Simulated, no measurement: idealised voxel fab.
process module | voxel self aligned vias
cross-section cut | 285 nm wide | cells 5 nm
A cross-section is a grid of square cells, given in bands from the top down. A band is one or more rows of cells.
Each band's line starts with the height of the band's top and of its bottom, in nm. Then come its materials from left to right, each with its width in nm. One material with "throughout" fills the band from edge to edge. "air" is empty space.
Height 0 is the level under which the wafer as received is all one material. The lowest band goes on downwards, as in "0 down".
A width such as "30 to 40" changes by the same amount from each row of cells to the next, from the band's top row to its bottom row.
"no change" after a step means that no cell of the cross-section changed.
closed voids: empty space of 8 cells or more with no open way to the top, each as width x height at its distance from the left edge, in nm
after a step's settings: what the simulator itself notes on the step
overlay nm, on a step with a mask: how far to the right of its planned place the mask lay; to the left if negative
plan
1 op RECEIVE | material Si
2 op CONFORMAL_DEP | material SiO2 | thk nm 15
3 op CONFORMAL_DEP | material SiCN | thk nm 5
4 op DIRECTIONAL_DEP | material SiO2 | thk nm 20
5 op DIRECTIONAL_DEP | material aC | thk nm 15
6 op PATTERN | tone open | mask id LINES | material resist | width nm 20 | pitch nm 55 | thk nm 30 | overlay nm 0
7 op DIRECTIONAL_ETCH | etch materials aC | depth nm 15
8 op STRIP | etch materials resist
9 op DIRECTIONAL_ETCH | etch materials SiO2 | depth nm 20
10 op STRIP | etch materials aC
11 op CONFORMAL_DEP | material TiN | thk nm 5
12 op FILL_DEP | material Ru | thk nm 5
13 op CMP | height nm 40
14 op SELECTIVE_ETCH | etch materials W Ru TiN | depth nm 10
15 op FILL_DEP | material SiN | thk nm 10
16 op CMP | height nm 40
17 op DIRECTIONAL_DEP | material SiO2 | thk nm 20
18 op PATTERN | tone open | mask id VIAS | material resist | width nm 30 | thk nm 15 | overlay nm 0
19 op DIRECTIONAL_ETCH | etch materials SiO2 | depth nm 20
20 op DIRECTIONAL_ETCH | etch materials SiN | depth nm 10
21 op STRIP | etch materials resist
22 op CONFORMAL_DEP | material TiN | thk nm 5
23 op FILL_DEP | material Cu | thk nm 5
24 op CMP | height nm 60
25 op CONFORMAL_DEP | material SiCN | thk nm 5
as received, after step 1
  0 down: Si throughout
  closed voids: none
first wafer at the end, as planned
  65 to 60: SiCN throughout
  60 to 45: SiO2 100 | TiN 5 | Cu 20 | TiN 5 | SiO2 155
  45 to 40: SiO2 100 | TiN 10 | Cu 10 | TiN 10 | SiO2 155
  40 to 35: SiO2 105 | TiN 5 | Cu 10 | TiN 5 | SiO2 35 | SiN 20 | SiO2 105
  35 to 30: SiO2 105 | TiN 20 | SiO2 35 | SiN 20 | SiO2 105
  30 to 25: SiO2 105 | TiN 5 | Ru 10 | TiN 5 | SiO2 35 | TiN 5 | Ru 10 | TiN 5 | SiO2 105
  25 to 20: SiO2 105 | TiN 20 | SiO2 35 | TiN 20 | SiO2 105
  20 to 15: SiCN throughout
  15 to 0: SiO2 throughout
  0 down: Si throughout
  closed voids: none
second wafer at the end: like start, like plan, one mistake
  65 to 60: SiCN throughout
  60 to 45: Cu 95 | TiN 5 | SiO2 30 | TiN 5 | Cu 150
  45 to 40: TiN 100 | SiO2 30 | TiN 35 | Cu 10 | TiN 110
  40 to 35: SiO2 105 | SiN 20 | SiO2 35 | TiN 5 | Cu 10 | TiN 5 | SiO2 105
  35 to 30: SiO2 105 | SiN 20 | SiO2 35 | TiN 20 | SiO2 105
  30 to 25: SiO2 105 | TiN 5 | Ru 10 | TiN 5 | SiO2 35 | TiN 5 | Ru 10 | TiN 5 | SiO2 105
  25 to 20: SiO2 105 | TiN 20 | SiO2 35 | TiN 20 | SiO2 105
  20 to 15: SiCN throughout
  15 to 0: SiO2 throughout
  0 down: Si throughout
  closed voids: none
what went wrong: step 18 ran as: op PATTERN | tone cover | mask id VIAS | material resist | width nm 30 | thk nm 15 | overlay nm 0
at the end the second wafer has, in cells: 135 more of Cu | 180 fewer of SiO2 | 45 more of TiN
